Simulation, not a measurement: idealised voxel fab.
The process module that follows is named voxel wiring stack.
This is section cut - it's 185 nm across, gridded in 5 nm square cells.
In what follows, cross-sections appear as grids of square cells, described through bands that run from the top down, where every band is one or more rows of cells. The entry gives the band's vertical extent as a top height and a bottom height in nm, then its horizontal make-up as materials from left to right, each with a width in nm. "air" stands for empty space; a single material marked "full width" fills the band edge to edge. All heights in this document are referenced to 0, defined as the level beneath which the wafer, as received, consists entirely of one material. The lowest band is not bounded below; it extends indefinitely downward and is written in the form "top 0, no bottom". A width such as "30 to 40" changes by the same amount from each row of cells to the next, from the band's top row to its bottom row. "no modifications" for a step: no cell of the cross-section changed in that step. So "Closed internal voids" is basically the list of trapped voids: any empty space of 8 cells or more that can't reach the top through an opening. They're written width x height at distance, the distance being from the left edge, and it's all nm. Formally, on a step line, whatever follows the settings is a remark that the simulator itself makes on the step. "overlay nm" on a masked step: distance the mask lay right of its planned place, negative for left.
-- So here's the lineup of process steps we planned
step 1: RECEIVE (material Si)
step 2: CONFORMAL_DEP (material SiO2; thk nm 10)
step 3: CONFORMAL_DEP (material SiCN; thk nm 5)
step 4: DIRECTIONAL_DEP (material SiO2; thk nm 20)
step 5: PATTERN (tone open; mask id METAL_1; material resist; width nm 25; pitch nm 40; thk nm 15; overlay nm 0)
step 6: DIRECTIONAL_ETCH (etch materials SiO2; depth nm 20)
step 7: DIRECTIONAL_ETCH (etch materials SiCN; depth nm 5)
step 8: STRIP (etch materials resist)
step 9: CONFORMAL_DEP (material TiN; thk nm 5)
step 10: FILL_DEP (material Cu; thk nm 5)
step 11: CMP (height nm 35)
step 12: CONFORMAL_DEP (material SiCN; thk nm 5)
step 13: DIRECTIONAL_DEP (material SiO2; thk nm 30)
step 14: MASKED_ETCH (tone open; mask id METAL_2_HOLES; width nm 15; pitch nm 80; etch materials SiO2; depth nm 30; overlay nm 0)
step 15: MASKED_ETCH (tone open; mask id METAL_2; width nm 25; pitch nm 40; etch materials SiO2; depth nm 20; overlay nm 0)
step 16: MASKED_ETCH (tone open; mask id METAL_2; width nm 25; pitch nm 40; etch materials SiCN; depth nm 5; overlay nm 0)
step 17: CONFORMAL_DEP (material TiN; thk nm 5)
step 18: FILL_DEP (material Cu; thk nm 10)
step 19: CMP (height nm 70)
step 20: CONFORMAL_DEP (material SiN; thk nm 5)
-- Cross-section of the wafer at receipt, which is the condition after step 1
> top 0, no bottom = Si full width
> Closed internal voids: none
-- One mistake in running the module, otherwise start and plan as above: cross-section at the end
> top 75, bottom 70 = SiN full width
> top 70, bottom 55 = SiO2: 20; TiN: 5; Cu: 15; TiN: 5; SiO2: 15; TiN: 5; Cu: 15; TiN: 5; SiO2: 15; TiN: 5; Cu: 15; TiN: 5; SiO2: 15; TiN: 5; Cu: 15; TiN: 5; SiO2: 20
> top 55, bottom 50 = SiO2: 20; TiN: 5; Cu: 5; TiN: 15; SiO2: 15; TiN: 25; SiO2: 15; TiN: 5; Cu: 5; TiN: 15; SiO2: 15; TiN: 25; SiO2: 20
> top 50, bottom 40 = SiO2: 20; TiN: 5; Cu: 5; TiN: 5; SiO2: 65; TiN: 5; Cu: 5; TiN: 5; SiO2: 70
> top 40, bottom 35 = SiCN: 20; TiN: 15; SiCN: 65; TiN: 15; SiCN: 70
> top 35, bottom 30 = SiCN: 20; TiN: 25; SiCN: 15; TiN: 25; SiCN: 15; TiN: 25; SiCN: 15; TiN: 25; SiCN: 20
> top 30, bottom 0 = SiO2 full width
> top 0, no bottom = Si full width
> Closed internal voids: none
So what did we get wrong on this run? step 3 ran in the slot meant for step 4, and vice versa
